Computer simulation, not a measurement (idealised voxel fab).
process module | voxel gate over fins
cross-section cut | 235 nm wide | cells 5 nm
A cross-section is a grid of square cells, given in bands from the top down. A band is one or more rows of cells.
Each band's line starts with the height of the band's top and of its bottom, in nm. Then come its materials from left to right, each with its width in nm. One material with "throughout" fills the band from edge to edge. "air" is empty space.
Height 0 is the level under which the wafer as received is all one material. The lowest band goes on downwards, as in "0 down".
A width such as "30 to 40" changes by the same amount from each row of cells to the next, from the band's top row to its bottom row.
"no change" after a step means that no cell of the cross-section changed.
closed voids: empty space of 8 cells or more with no open way to the top, each as width x height at its distance from the left edge, in nm
after a step's settings: what the simulator itself notes on the step
overlay nm, on a step with a mask: how far to the right of its planned place the mask lay; to the left if negative
Each pair below shows a cross-section before one step and the cross-section after it, down to the lowest band that changed. The line under each pair gives the step between them, with its settings. The pairs can come from different runs of this module on the same starting wafer, so a pair continues from the pair above only where its "before" says so.
before
  0 down: Si throughout
  closed voids: none
after
  10 to 0: SiN throughout
  below 0: unchanged
  closed voids: none
the step between: op CONFORMAL_DEP | material SiN | thk nm 10
before: the cross-section after the pair above
after
  30 to 10: air 85 | resist 15 | air 30 | resist 15 | air 90
  below 10: unchanged
  closed voids: none
the step between: op PATTERN | tone cover | mask id FINS | material resist | width nm 15 | pitch nm 45 | thk nm 20 | overlay nm 0
before: the cross-section after the pair above
after
  30 to 10: air 85 | resist 15 | air 30 | resist 15 | air 90
  10 to 0: air 85 | SiN 15 | air 30 | SiN 15 | air 90
  below 0: unchanged
  closed voids: none
the step between: op DIRECTIONAL_ETCH | etch materials SiN | depth nm 10
before: the cross-section after the pair above
after
  30 to 10: air 85 | resist 15 | air 30 | resist 15 | air 90
  10 to 0: air 85 | SiN 15 | air 30 | SiN 15 | air 90
  0 to -40: air 85 | Si 15 | air 30 | Si 15 | air 90
  below -40: unchanged
  closed voids: none
the step between: op DIRECTIONAL_ETCH | etch materials Si | depth nm 40
before: the cross-section after the pair above
after
  10 to 0: air 85 | SiN 15 | air 30 | SiN 15 | air 90
  below 0: unchanged
  closed voids: none
the step between: op STRIP | etch materials resist
before: the cross-section after the pair above
after
  15 to 10: SiO2 throughout
  10 to 0: SiO2 85 | SiN 15 | SiO2 30 | SiN 15 | SiO2 90
  0 to -40: SiO2 85 | Si 15 | SiO2 30 | Si 15 | SiO2 90
  below -40: unchanged
  closed voids: none
the step between: op FILL_DEP | material SiO2 | thk nm 5
before: the cross-section after the pair above
after
  10 to 0: SiO2 85 | SiN 15 | SiO2 30 | SiN 15 | SiO2 90
  below 0: unchanged
  closed voids: none
the step between: op CMP | height nm 10
before: the cross-section after the pair above
after
  10 to 0: air 85 | SiN 15 | air 30 | SiN 15 | air 90
  0 to -15: air 85 | Si 15 | air 30 | Si 15 | air 90
  below -15: unchanged
  closed voids: none
the step between: op SELECTIVE_ETCH | etch materials SiO2 | depth nm 25
before: the cross-section after the pair above
after
  0 to -15: air 85 | Si 15 | air 30 | Si 15 | air 90
  below -15: unchanged
  closed voids: none
the step between: op STRIP | etch materials SiN
before: the cross-section after the pair above
after
  5 to 0: air 80 | HfO2 25 | air 20 | HfO2 25 | air 85
  0 to -10: air 80 | HfO2 5 | Si 15 | HfO2 5 | air 20 | HfO2 5 | Si 15 | HfO2 5 | air 85
  -10 to -15: HfO2 85 | Si 15 | HfO2 30 | Si 15 | HfO2 90
  below -15: unchanged
  closed voids: none
the step between: op CONFORMAL_DEP | material HfO2 | thk nm 5
before: the cross-section after the pair above
after
  10 to 5: air 75 | TiN 35 | air 10 | TiN 35 | air 80
  5 to 0: air 75 | TiN 5 | HfO2 25 | TiN 5 | air 10 | TiN 5 | HfO2 25 | TiN 5 | air 80
  0 to -5: air 75 | TiN 5 | HfO2 5 | Si 15 | HfO2 5 | TiN 5 | air 10 | TiN 5 | HfO2 5 | Si 15 | HfO2 5 | TiN 5 | air 80
  -5 to -10: TiN 80 | HfO2 5 | Si 15 | HfO2 5 | TiN 20 | HfO2 5 | Si 15 | HfO2 5 | TiN 85
  below -10: unchanged
  closed voids: none
the step between: op CONFORMAL_DEP | material TiN | thk nm 5
before: the cross-section after the pair above
after
  15 to 10: air 70 | TiAl 90 | air 75
  10 to 5: air 70 | TiAl 5 | TiN 35 | TiAl 10 | TiN 35 | TiAl 5 | air 75
  5 to 0: air 70 | TiAl 5 | TiN 5 | HfO2 25 | TiN 5 | TiAl 10 | TiN 5 | HfO2 25 | TiN 5 | TiAl 5 | air 75
  0 to -5: TiAl 75 | TiN 5 | HfO2 5 | Si 15 | HfO2 5 | TiN 5 | TiAl 10 | TiN 5 | HfO2 5 | Si 15 | HfO2 5 | TiN 5 | TiAl 80
  below -5: unchanged
  closed voids: none
the step between: op CONFORMAL_DEP | material TiAl | thk nm 5
before: the cross-section after the pair above
after
  20 to 15: air 65 | TiN 100 | air 70
  15 to 10: air 65 | TiN 5 | TiAl 90 | TiN 5 | air 70
  10 to 5: air 65 | TiN 5 | TiAl 5 | TiN 35 | TiAl 10 | TiN 35 | TiAl 5 | TiN 5 | air 70
  5 to 0: TiN 70 | TiAl 5 | TiN 5 | HfO2 25 | TiN 5 | TiAl 10 | TiN 5 | HfO2 25 | TiN 5 | TiAl 5 | TiN 75
  below 0: unchanged
  closed voids: none
the step between: op CONFORMAL_DEP | material TiN | thk nm 5
before: the cross-section after the pair above
after
  35 to 20: W throughout
  20 to 15: W 65 | TiN 100 | W 70
  15 to 10: W 65 | TiN 5 | TiAl 90 | TiN 5 | W 70
  10 to 5: W 65 | TiN 5 | TiAl 5 | TiN 35 | TiAl 10 | TiN 35 | TiAl 5 | TiN 5 | W 70
  below 5: unchanged
  closed voids: none
the step between: op FILL_DEP | material W | thk nm 15
before: the cross-section after the pair above
after
  30 to 20: W throughout
  below 20: unchanged
  closed voids: none
the step between: op CMP | height nm 30
before: the cross-section after the pair above
after
  35 to 30: SiN throughout
  below 30: unchanged
  closed voids: none
the step between: op CONFORMAL_DEP | material SiN | thk nm 5
before
  10 to 5: air 75 | TiN 35 | air 10 | TiN 35 | air 80
  5 to 0: air 75 | TiN 5 | HfO2 25 | TiN 5 | air 10 | TiN 5 | HfO2 25 | TiN 5 | air 80
  0 to -5: air 75 | TiN 5 | HfO2 5 | Si 15 | HfO2 5 | TiN 5 | air 10 | TiN 5 | HfO2 5 | Si 15 | HfO2 5 | TiN 5 | air 80
  -5 to -10: TiN 80 | HfO2 5 | Si 15 | HfO2 5 | TiN 20 | HfO2 5 | Si 15 | HfO2 5 | TiN 85
  -10 to -15: HfO2 85 | Si 15 | HfO2 30 | Si 15 | HfO2 90
  -15 to -40: SiO2 85 | Si 15 | SiO2 30 | Si 15 | SiO2 90
  -40 down: Si throughout
  closed voids: none
after
  15 to 5: air 70 | TiN 90 | air 75
  5 to 0: air 70 | TiN 10 | HfO2 25 | TiN 20 | HfO2 25 | TiN 10 | air 75
  0 to -10: TiN 80 | HfO2 5 | Si 15 | HfO2 5 | TiN 20 | HfO2 5 | Si 15 | HfO2 5 | TiN 85
  below -10: unchanged
  closed voids: none
the step between: op CONFORMAL_DEP | material TiN | thk nm 5
before: the cross-section after the pair above
after
  30 to 15: W throughout
  15 to 5: W 70 | TiN 90 | W 75
  5 to 0: W 70 | TiN 10 | HfO2 25 | TiN 20 | HfO2 25 | TiN 10 | W 75
  below 0: unchanged
  closed voids: none
the step between: op FILL_DEP | material W | thk nm 15
before: the cross-section after the pair above
after
  35 to 30: SiN throughout
  below 30: unchanged
  closed voids: none
the step between: op CONFORMAL_DEP | material SiN | thk nm 5
before
  30 to 10: air 85 | resist 15 | air 30 | resist 15 | air 90
  10 to 0: air 85 | SiN 15 | air 30 | SiN 15 | air 90
  0 to -40: air 85 | Si 15 | air 30 | Si 15 | air 90
  -40 down: Si throughout
  closed voids: none
after
  30 to 10: air 85 | resist 15 | air 30 | resist 15 | air 90
  10 to 0: air 85 | SiN 15 | air 30 | SiN 15 | air 90
  0 to -80: air 85 | Si 15 | air 30 | Si 15 | air 90
  below -80: unchanged
  closed voids: none
the step between: op DIRECTIONAL_ETCH | etch materials Si | depth nm 40
before: the cross-section after the pair above
after
  10 to 0: air 85 | SiN 15 | air 30 | SiN 15 | air 90
  below 0: unchanged
  closed voids: none
the step between: op STRIP | etch materials resist
before: the cross-section after the pair above
after
  15 to 10: SiO2 throughout
  10 to 0: SiO2 85 | SiN 15 | SiO2 30 | SiN 15 | SiO2 90
  0 to -80: SiO2 85 | Si 15 | SiO2 30 | Si 15 | SiO2 90
  below -80: unchanged
  closed voids: none
the step between: op FILL_DEP | material SiO2 | thk nm 5
before: the cross-section after the pair above
after
  10 to 0: SiO2 85 | SiN 15 | SiO2 30 | SiN 15 | SiO2 90
  below 0: unchanged
  closed voids: none
the step between: op CMP | height nm 10
before: the cross-section after the pair above
after
  10 to 0: air 85 | SiN 15 | air 30 | SiN 15 | air 90
  0 to -15: air 85 | Si 15 | air 30 | Si 15 | air 90
  below -15: unchanged
  closed voids: none
the step between: op SELECTIVE_ETCH | etch materials SiO2 | depth nm 25
before: the cross-section after the pair above
after
  0 to -15: air 85 | Si 15 | air 30 | Si 15 | air 90
  below -15: unchanged
  closed voids: none
the step between: op STRIP | etch materials SiN
before: the cross-section after the pair above
after
  5 to 0: air 80 | HfO2 25 | air 20 | HfO2 25 | air 85
  0 to -10: air 80 | HfO2 5 | Si 15 | HfO2 5 | air 20 | HfO2 5 | Si 15 | HfO2 5 | air 85
  -10 to -15: HfO2 85 | Si 15 | HfO2 30 | Si 15 | HfO2 90
  below -15: unchanged
  closed voids: none
the step between: op CONFORMAL_DEP | material HfO2 | thk nm 5
before: the cross-section after the pair above
after
  10 to 5: air 75 | TiN 35 | air 10 | TiN 35 | air 80
  5 to 0: air 75 | TiN 5 | HfO2 25 | TiN 5 | air 10 | TiN 5 | HfO2 25 | TiN 5 | air 80
  0 to -5: air 75 | TiN 5 | HfO2 5 | Si 15 | HfO2 5 | TiN 5 | air 10 | TiN 5 | HfO2 5 | Si 15 | HfO2 5 | TiN 5 | air 80
  -5 to -10: TiN 80 | HfO2 5 | Si 15 | HfO2 5 | TiN 20 | HfO2 5 | Si 15 | HfO2 5 | TiN 85
  below -10: unchanged
  closed voids: none
the step between: op CONFORMAL_DEP | material TiN | thk nm 5
before: the cross-section after the pair above
after
  15 to 10: air 70 | TiAl 90 | air 75
  10 to 5: air 70 | TiAl 5 | TiN 35 | TiAl 10 | TiN 35 | TiAl 5 | air 75
  5 to 0: air 70 | TiAl 5 | TiN 5 | HfO2 25 | TiN 5 | TiAl 10 | TiN 5 | HfO2 25 | TiN 5 | TiAl 5 | air 75
  0 to -5: TiAl 75 | TiN 5 | HfO2 5 | Si 15 | HfO2 5 | TiN 5 | TiAl 10 | TiN 5 | HfO2 5 | Si 15 | HfO2 5 | TiN 5 | TiAl 80
  below -5: unchanged
  closed voids: none
the step between: op CONFORMAL_DEP | material TiAl | thk nm 5
before: the cross-section after the pair above
after
  20 to 15: air 65 | TiN 100 | air 70
  15 to 10: air 65 | TiN 5 | TiAl 90 | TiN 5 | air 70
  10 to 5: air 65 | TiN 5 | TiAl 5 | TiN 35 | TiAl 10 | TiN 35 | TiAl 5 | TiN 5 | air 70
  5 to 0: TiN 70 | TiAl 5 | TiN 5 | HfO2 25 | TiN 5 | TiAl 10 | TiN 5 | HfO2 25 | TiN 5 | TiAl 5 | TiN 75
  below 0: unchanged
  closed voids: none
the step between: op CONFORMAL_DEP | material TiN | thk nm 5
before: the cross-section after the pair above
after
  35 to 20: W throughout
  20 to 15: W 65 | TiN 100 | W 70
  15 to 10: W 65 | TiN 5 | TiAl 90 | TiN 5 | W 70
  10 to 5: W 65 | TiN 5 | TiAl 5 | TiN 35 | TiAl 10 | TiN 35 | TiAl 5 | TiN 5 | W 70
  below 5: unchanged
  closed voids: none
the step between: op FILL_DEP | material W | thk nm 15
before: the cross-section after the pair above
after
  30 to 20: W throughout
  below 20: unchanged
  closed voids: none
the step between: op CMP | height nm 30
before: the cross-section after the pair above
after
  35 to 30: SiN throughout
  below 30: unchanged
  closed voids: none
the step between: op CONFORMAL_DEP | material SiN | thk nm 5
before
  0 to -15: air 85 | Si 15 | air 30 | Si 15 | air 90
  -15 to -40: SiO2 85 | Si 15 | SiO2 30 | Si 15 | SiO2 90
  -40 down: Si throughout
  closed voids: none
after
  5 to 0: air 80 | TiN 25 | air 20 | TiN 25 | air 85
  0 to -10: air 80 | TiN 5 | Si 15 | TiN 5 | air 20 | TiN 5 | Si 15 | TiN 5 | air 85
  -10 to -15: TiN 85 | Si 15 | TiN 30 | Si 15 | TiN 90
  below -15: unchanged
  closed voids: none
the step between: op CONFORMAL_DEP | material TiN | thk nm 5
before: the cross-section after the pair above
after
  10 to 5: air 75 | HfO2 35 | air 10 | HfO2 35 | air 80
  5 to 0: air 75 | HfO2 5 | TiN 25 | HfO2 5 | air 10 | HfO2 5 | TiN 25 | HfO2 5 | air 80
  0 to -5: air 75 | HfO2 5 | TiN 5 | Si 15 | TiN 5 | HfO2 5 | air 10 | HfO2 5 | TiN 5 | Si 15 | TiN 5 | HfO2 5 | air 80
  -5 to -10: HfO2 80 | TiN 5 | Si 15 | TiN 5 | HfO2 20 | TiN 5 | Si 15 | TiN 5 | HfO2 85
  below -10: unchanged
  closed voids: none
the step between: op CONFORMAL_DEP | material HfO2 | thk nm 5
before: the cross-section after the pair above
after
  15 to 10: air 70 | TiAl 90 | air 75
  10 to 5: air 70 | TiAl 5 | HfO2 35 | TiAl 10 | HfO2 35 | TiAl 5 | air 75
  5 to 0: air 70 | TiAl 5 | HfO2 5 | TiN 25 | HfO2 5 | TiAl 10 | HfO2 5 | TiN 25 | HfO2 5 | TiAl 5 | air 75
  0 to -5: TiAl 75 | HfO2 5 | TiN 5 | Si 15 | TiN 5 | HfO2 5 | TiAl 10 | HfO2 5 | TiN 5 | Si 15 | TiN 5 | HfO2 5 | TiAl 80
  below -5: unchanged
  closed voids: none
the step between: op CONFORMAL_DEP | material TiAl | thk nm 5
before: the cross-section after the pair above
after
  20 to 15: air 65 | TiN 100 | air 70
  15 to 10: air 65 | TiN 5 | TiAl 90 | TiN 5 | air 70
  10 to 5: air 65 | TiN 5 | TiAl 5 | HfO2 35 | TiAl 10 | HfO2 35 | TiAl 5 | TiN 5 | air 70
  5 to 0: TiN 70 | TiAl 5 | HfO2 5 | TiN 25 | HfO2 5 | TiAl 10 | HfO2 5 | TiN 25 | HfO2 5 | TiAl 5 | TiN 75
  below 0: unchanged
  closed voids: none
the step between: op CONFORMAL_DEP | material TiN | thk nm 5
before: the cross-section after the pair above
after
  35 to 20: W throughout
  20 to 15: W 65 | TiN 100 | W 70
  15 to 10: W 65 | TiN 5 | TiAl 90 | TiN 5 | W 70
  10 to 5: W 65 | TiN 5 | TiAl 5 | HfO2 35 | TiAl 10 | HfO2 35 | TiAl 5 | TiN 5 | W 70
  below 5: unchanged
  closed voids: none
the step between: op FILL_DEP | material W | thk nm 15
before: the cross-section after the pair above
after
  30 to 20: W throughout
  below 20: unchanged
  closed voids: none
the step between: op CMP | height nm 30
before: the cross-section after the pair above
after
  35 to 30: SiN throughout
  below 30: unchanged
  closed voids: none
the step between: op CONFORMAL_DEP | material SiN | thk nm 5
before
  30 to 20: W throughout
  20 to 15: W 65 | TiN 100 | W 70
  15 to 10: W 65 | TiN 5 | TiAl 90 | TiN 5 | W 70
  10 to 5: W 65 | TiN 5 | TiAl 5 | TiN 35 | TiAl 10 | TiN 35 | TiAl 5 | TiN 5 | W 70
  5 to 0: TiN 70 | TiAl 5 | TiN 5 | HfO2 25 | TiN 5 | TiAl 10 | TiN 5 | HfO2 25 | TiN 5 | TiAl 5 | TiN 75
  0 to -5: TiAl 75 | TiN 5 | HfO2 5 | Si 15 | HfO2 5 | TiN 5 | TiAl 10 | TiN 5 | HfO2 5 | Si 15 | HfO2 5 | TiN 5 | TiAl 80
  -5 to -10: TiN 80 | HfO2 5 | Si 15 | HfO2 5 | TiN 20 | HfO2 5 | Si 15 | HfO2 5 | TiN 85
  -10 to -15: HfO2 85 | Si 15 | HfO2 30 | Si 15 | HfO2 90
  -15 to -40: SiO2 85 | Si 15 | SiO2 30 | Si 15 | SiO2 90
  -40 down: Si throughout
  closed voids: none
after
  45 to 30: SiN throughout
  below 30: unchanged
  closed voids: none
the step between: op CONFORMAL_DEP | material SiN | thk nm 15
before
  10 to 0: SiN throughout
  0 down: Si throughout
  closed voids: none
after
  30 to 10: air 80 | resist 25 | air 20 | resist 25 | air 85
  below 10: unchanged
  closed voids: none
the step between: op PATTERN | tone cover | mask id FINS | material resist | width nm 25 | pitch nm 45 | thk nm 20 | overlay nm 0
before: the cross-section after the pair above
after
  30 to 10: air 80 | resist 25 | air 20 | resist 25 | air 85
  10 to 0: air 80 | SiN 25 | air 20 | SiN 25 | air 85
  below 0: unchanged
  closed voids: none
the step between: op DIRECTIONAL_ETCH | etch materials SiN | depth nm 10
before: the cross-section after the pair above
after
  30 to 10: air 80 | resist 25 | air 20 | resist 25 | air 85
  10 to 0: air 80 | SiN 25 | air 20 | SiN 25 | air 85
  0 to -40: air 80 | Si 25 | air 20 | Si 25 | air 85
  below -40: unchanged
  closed voids: none
the step between: op DIRECTIONAL_ETCH | etch materials Si | depth nm 40
before: the cross-section after the pair above
after
  10 to 0: air 80 | SiN 25 | air 20 | SiN 25 | air 85
  below 0: unchanged
  closed voids: none
the step between: op STRIP | etch materials resist
before: the cross-section after the pair above
after
  15 to 10: SiO2 throughout
  10 to 0: SiO2 80 | SiN 25 | SiO2 20 | SiN 25 | SiO2 85
  0 to -40: SiO2 80 | Si 25 | SiO2 20 | Si 25 | SiO2 85
  below -40: unchanged
  closed voids: none
the step between: op FILL_DEP | material SiO2 | thk nm 5
before: the cross-section after the pair above
after
  10 to 0: SiO2 80 | SiN 25 | SiO2 20 | SiN 25 | SiO2 85
  below 0: unchanged
  closed voids: none
the step between: op CMP | height nm 10
before: the cross-section after the pair above
after
  10 to 0: air 80 | SiN 25 | air 20 | SiN 25 | air 85
  0 to -15: air 80 | Si 25 | air 20 | Si 25 | air 85
  below -15: unchanged
  closed voids: none
the step between: op SELECTIVE_ETCH | etch materials SiO2 | depth nm 25
before: the cross-section after the pair above
after
  0 to -15: air 80 | Si 25 | air 20 | Si 25 | air 85
  below -15: unchanged
  closed voids: none
the step between: op STRIP | etch materials SiN
before: the cross-section after the pair above
after
  5 to 0: air 75 | HfO2 35 | air 10 | HfO2 35 | air 80
  0 to -10: air 75 | HfO2 5 | Si 25 | HfO2 5 | air 10 | HfO2 5 | Si 25 | HfO2 5 | air 80
  -10 to -15: HfO2 80 | Si 25 | HfO2 20 | Si 25 | HfO2 85
  below -15: unchanged
  closed voids: none
the step between: op CONFORMAL_DEP | material HfO2 | thk nm 5
before: the cross-section after the pair above
after
  10 to 5: air 70 | TiN 90 | air 75
  5 to 0: air 70 | TiN 5 | HfO2 35 | TiN 10 | HfO2 35 | TiN 5 | air 75
  0 to -5: air 70 | TiN 5 | HfO2 5 | Si 25 | HfO2 5 | TiN 10 | HfO2 5 | Si 25 | HfO2 5 | TiN 5 | air 75
  -5 to -10: TiN 75 | HfO2 5 | Si 25 | HfO2 5 | TiN 10 | HfO2 5 | Si 25 | HfO2 5 | TiN 80
  below -10: unchanged
  closed voids: none
the step between: op CONFORMAL_DEP | material TiN | thk nm 5
before: the cross-section after the pair above
after
  15 to 10: air 65 | TiAl 100 | air 70
  10 to 5: air 65 | TiAl 5 | TiN 90 | TiAl 5 | air 70
  5 to 0: air 65 | TiAl 5 | TiN 5 | HfO2 35 | TiN 10 | HfO2 35 | TiN 5 | TiAl 5 | air 70
  0 to -5: TiAl 70 | TiN 5 | HfO2 5 | Si 25 | HfO2 5 | TiN 10 | HfO2 5 | Si 25 | HfO2 5 | TiN 5 | TiAl 75
  below -5: unchanged
  closed voids: none
the step between: op CONFORMAL_DEP | material TiAl | thk nm 5
before: the cross-section after the pair above
after
  20 to 15: air 60 | TiN 110 | air 65
  15 to 10: air 60 | TiN 5 | TiAl 100 | TiN 5 | air 65
  10 to 5: air 60 | TiN 5 | TiAl 5 | TiN 90 | TiAl 5 | TiN 5 | air 65
  5 to 0: TiN 65 | TiAl 5 | TiN 5 | HfO2 35 | TiN 10 | HfO2 35 | TiN 5 | TiAl 5 | TiN 70
  below 0: unchanged
  closed voids: none
the step between: op CONFORMAL_DEP | material TiN | thk nm 5
before: the cross-section after the pair above
after
  35 to 20: W throughout
  20 to 15: W 60 | TiN 110 | W 65
  15 to 10: W 60 | TiN 5 | TiAl 100 | TiN 5 | W 65
  10 to 5: W 60 | TiN 5 | TiAl 5 | TiN 90 | TiAl 5 | TiN 5 | W 65
  below 5: unchanged
  closed voids: none
the step between: op FILL_DEP | material W | thk nm 15
before: the cross-section after the pair above
after
  30 to 20: W throughout
  below 20: unchanged
  closed voids: none
the step between: op CMP | height nm 30
before: the cross-section after the pair above
after
  35 to 30: SiN throughout
  below 30: unchanged
  closed voids: none
the step between: op CONFORMAL_DEP | material SiN | thk nm 5
before
  10 to 0: SiN throughout
  0 down: Si throughout
  closed voids: none
after
  30 to 10: air 95 | resist 15 | air 30 | resist 15 | air 80
  below 10: unchanged
  closed voids: none
the step between: op PATTERN | tone cover | mask id FINS | material resist | width nm 15 | pitch nm 45 | thk nm 20 | overlay nm 10
before: the cross-section after the pair above
after
  30 to 10: air 95 | resist 15 | air 30 | resist 15 | air 80
  10 to 0: air 95 | SiN 15 | air 30 | SiN 15 | air 80
  below 0: unchanged
  closed voids: none
the step between: op DIRECTIONAL_ETCH | etch materials SiN | depth nm 10
before: the cross-section after the pair above
after
  30 to 10: air 95 | resist 15 | air 30 | resist 15 | air 80
  10 to 0: air 95 | SiN 15 | air 30 | SiN 15 | air 80
  0 to -40: air 95 | Si 15 | air 30 | Si 15 | air 80
  below -40: unchanged
  closed voids: none
the step between: op DIRECTIONAL_ETCH | etch materials Si | depth nm 40
before: the cross-section after the pair above
after
  10 to 0: air 95 | SiN 15 | air 30 | SiN 15 | air 80
  below 0: unchanged
  closed voids: none
the step between: op STRIP | etch materials resist
before: the cross-section after the pair above
after
  15 to 10: SiO2 throughout
  10 to 0: SiO2 95 | SiN 15 | SiO2 30 | SiN 15 | SiO2 80
  0 to -40: SiO2 95 | Si 15 | SiO2 30 | Si 15 | SiO2 80
  below -40: unchanged
  closed voids: none
the step between: op FILL_DEP | material SiO2 | thk nm 5
before: the cross-section after the pair above
after
  10 to 0: SiO2 95 | SiN 15 | SiO2 30 | SiN 15 | SiO2 80
  below 0: unchanged
  closed voids: none
the step between: op CMP | height nm 10
before: the cross-section after the pair above
after
  10 to 0: air 95 | SiN 15 | air 30 | SiN 15 | air 80
  0 to -15: air 95 | Si 15 | air 30 | Si 15 | air 80
  below -15: unchanged
  closed voids: none
the step between: op SELECTIVE_ETCH | etch materials SiO2 | depth nm 25
before: the cross-section after the pair above
after
  0 to -15: air 95 | Si 15 | air 30 | Si 15 | air 80
  below -15: unchanged
  closed voids: none
the step between: op STRIP | etch materials SiN
before: the cross-section after the pair above
after
  5 to 0: air 90 | HfO2 25 | air 20 | HfO2 25 | air 75
  0 to -10: air 90 | HfO2 5 | Si 15 | HfO2 5 | air 20 | HfO2 5 | Si 15 | HfO2 5 | air 75
  -10 to -15: HfO2 95 | Si 15 | HfO2 30 | Si 15 | HfO2 80
  below -15: unchanged
  closed voids: none
the step between: op CONFORMAL_DEP | material HfO2 | thk nm 5
before: the cross-section after the pair above
after
  10 to 5: air 85 | TiN 35 | air 10 | TiN 35 | air 70
  5 to 0: air 85 | TiN 5 | HfO2 25 | TiN 5 | air 10 | TiN 5 | HfO2 25 | TiN 5 | air 70
  0 to -5: air 85 | TiN 5 | HfO2 5 | Si 15 | HfO2 5 | TiN 5 | air 10 | TiN 5 | HfO2 5 | Si 15 | HfO2 5 | TiN 5 | air 70
  -5 to -10: TiN 90 | HfO2 5 | Si 15 | HfO2 5 | TiN 20 | HfO2 5 | Si 15 | HfO2 5 | TiN 75
  below -10: unchanged
  closed voids: none
the step between: op CONFORMAL_DEP | material TiN | thk nm 5
before: the cross-section after the pair above
after
  15 to 10: air 80 | TiAl 90 | air 65
  10 to 5: air 80 | TiAl 5 | TiN 35 | TiAl 10 | TiN 35 | TiAl 5 | air 65
  5 to 0: air 80 | TiAl 5 | TiN 5 | HfO2 25 | TiN 5 | TiAl 10 | TiN 5 | HfO2 25 | TiN 5 | TiAl 5 | air 65
  0 to -5: TiAl 85 | TiN 5 | HfO2 5 | Si 15 | HfO2 5 | TiN 5 | TiAl 10 | TiN 5 | HfO2 5 | Si 15 | HfO2 5 | TiN 5 | TiAl 70
  below -5: unchanged
  closed voids: none
the step between: op CONFORMAL_DEP | material TiAl | thk nm 5
before: the cross-section after the pair above
after
  20 to 15: air 75 | TiN 100 | air 60
  15 to 10: air 75 | TiN 5 | TiAl 90 | TiN 5 | air 60
  10 to 5: air 75 | TiN 5 | TiAl 5 | TiN 35 | TiAl 10 | TiN 35 | TiAl 5 | TiN 5 | air 60
  5 to 0: TiN 80 | TiAl 5 | TiN 5 | HfO2 25 | TiN 5 | TiAl 10 | TiN 5 | HfO2 25 | TiN 5 | TiAl 5 | TiN 65
  below 0: unchanged
  closed voids: none
the step between: op CONFORMAL_DEP | material TiN | thk nm 5
before: the cross-section after the pair above
after
  35 to 20: W throughout
  20 to 15: W 75 | TiN 100 | W 60
  15 to 10: W 75 | TiN 5 | TiAl 90 | TiN 5 | W 60
  10 to 5: W 75 | TiN 5 | TiAl 5 | TiN 35 | TiAl 10 | TiN 35 | TiAl 5 | TiN 5 | W 60
  below 5: unchanged
  closed voids: none
the step between: op FILL_DEP | material W | thk nm 15
before: the cross-section after the pair above
after
  30 to 20: W throughout
  below 20: unchanged
  closed voids: none
the step between: op CMP | height nm 30
before: the cross-section after the pair above
after
  35 to 30: SiN throughout
  below 30: unchanged
  closed voids: none
the step between: op CONFORMAL_DEP | material SiN | thk nm 5
before
  10 to 5: air 75 | TiN 35 | air 10 | TiN 35 | air 80
  5 to 0: air 75 | TiN 5 | HfO2 25 | TiN 5 | air 10 | TiN 5 | HfO2 25 | TiN 5 | air 80
  0 to -5: air 75 | TiN 5 | HfO2 5 | Si 15 | HfO2 5 | TiN 5 | air 10 | TiN 5 | HfO2 5 | Si 15 | HfO2 5 | TiN 5 | air 80
  -5 to -10: TiN 80 | HfO2 5 | Si 15 | HfO2 5 | TiN 20 | HfO2 5 | Si 15 | HfO2 5 | TiN 85
  -10 to -15: HfO2 85 | Si 15 | HfO2 30 | Si 15 | HfO2 90
  -15 to -40: SiO2 85 | Si 15 | SiO2 30 | Si 15 | SiO2 90
  -40 down: Si throughout
  closed voids: none
after
  15 to 10: air 70 | SiO2 90 | air 75
  10 to 5: air 70 | SiO2 5 | TiN 35 | SiO2 10 | TiN 35 | SiO2 5 | air 75
  5 to 0: air 70 | SiO2 5 | TiN 5 | HfO2 25 | TiN 5 | SiO2 10 | TiN 5 | HfO2 25 | TiN 5 | SiO2 5 | air 75
  0 to -5: SiO2 75 | TiN 5 | HfO2 5 | Si 15 | HfO2 5 | TiN 5 | SiO2 10 | TiN 5 | HfO2 5 | Si 15 | HfO2 5 | TiN 5 | SiO2 80
  below -5: unchanged
  closed voids: none
the step between: op CONFORMAL_DEP | material SiO2 | thk nm 5
before: the cross-section after the pair above
after
  20 to 15: air 65 | TiN 100 | air 70
  15 to 10: air 65 | TiN 5 | SiO2 90 | TiN 5 | air 70
  10 to 5: air 65 | TiN 5 | SiO2 5 | TiN 35 | SiO2 10 | TiN 35 | SiO2 5 | TiN 5 | air 70
  5 to 0: TiN 70 | SiO2 5 | TiN 5 | HfO2 25 | TiN 5 | SiO2 10 | TiN 5 | HfO2 25 | TiN 5 | SiO2 5 | TiN 75
  below 0: unchanged
  closed voids: none
the step between: op CONFORMAL_DEP | material TiN | thk nm 5
before: the cross-section after the pair above
after
  35 to 20: W throughout
  20 to 15: W 65 | TiN 100 | W 70
  15 to 10: W 65 | TiN 5 | SiO2 90 | TiN 5 | W 70
  10 to 5: W 65 | TiN 5 | SiO2 5 | TiN 35 | SiO2 10 | TiN 35 | SiO2 5 | TiN 5 | W 70
  below 5: unchanged
  closed voids: none
the step between: op FILL_DEP | material W | thk nm 15
before: the cross-section after the pair above
after
  30 to 20: W throughout
  below 20: unchanged
  closed voids: none
the step between: op CMP | height nm 30
before: the cross-section after the pair above
after
  35 to 30: SiN throughout
  below 30: unchanged
  closed voids: none
the step between: op CONFORMAL_DEP | material SiN | thk nm 5
before
  10 to 0: SiN throughout
  0 down: Si throughout
  closed voids: none
after
  30 to 10: resist 85 | air 15 | resist 30 | air 15 | resist 90
  below 10: unchanged
  closed voids: none
the step between: op PATTERN | tone open | mask id FINS | material resist | width nm 15 | pitch nm 45 | thk nm 20 | overlay nm 0
before: the cross-section after the pair above
after
  30 to 10: resist 85 | air 15 | resist 30 | air 15 | resist 90
  10 to 0: SiN 85 | air 15 | SiN 30 | air 15 | SiN 90
  below 0: unchanged
  closed voids: none
the step between: op DIRECTIONAL_ETCH | etch materials SiN | depth nm 10
before: the cross-section after the pair above
after
  30 to 10: resist 85 | air 15 | resist 30 | air 15 | resist 90
  10 to 0: SiN 85 | air 15 | SiN 30 | air 15 | SiN 90
  0 to -40: Si 85 | air 15 | Si 30 | air 15 | Si 90
  below -40: unchanged
  closed voids: none
the step between: op DIRECTIONAL_ETCH | etch materials Si | depth nm 40
before: the cross-section after the pair above
after
  10 to 0: SiN 85 | air 15 | SiN 30 | air 15 | SiN 90
  below 0: unchanged
  closed voids: none
the step between: op STRIP | etch materials resist
before: the cross-section after the pair above
after
  15 to 10: SiO2 throughout
  10 to 0: SiN 85 | SiO2 15 | SiN 30 | SiO2 15 | SiN 90
  0 to -40: Si 85 | SiO2 15 | Si 30 | SiO2 15 | Si 90
  below -40: unchanged
  closed voids: none
the step between: op FILL_DEP | material SiO2 | thk nm 5
before: the cross-section after the pair above
after
  10 to 0: SiN 85 | SiO2 15 | SiN 30 | SiO2 15 | SiN 90
  below 0: unchanged
  closed voids: none
the step between: op CMP | height nm 10
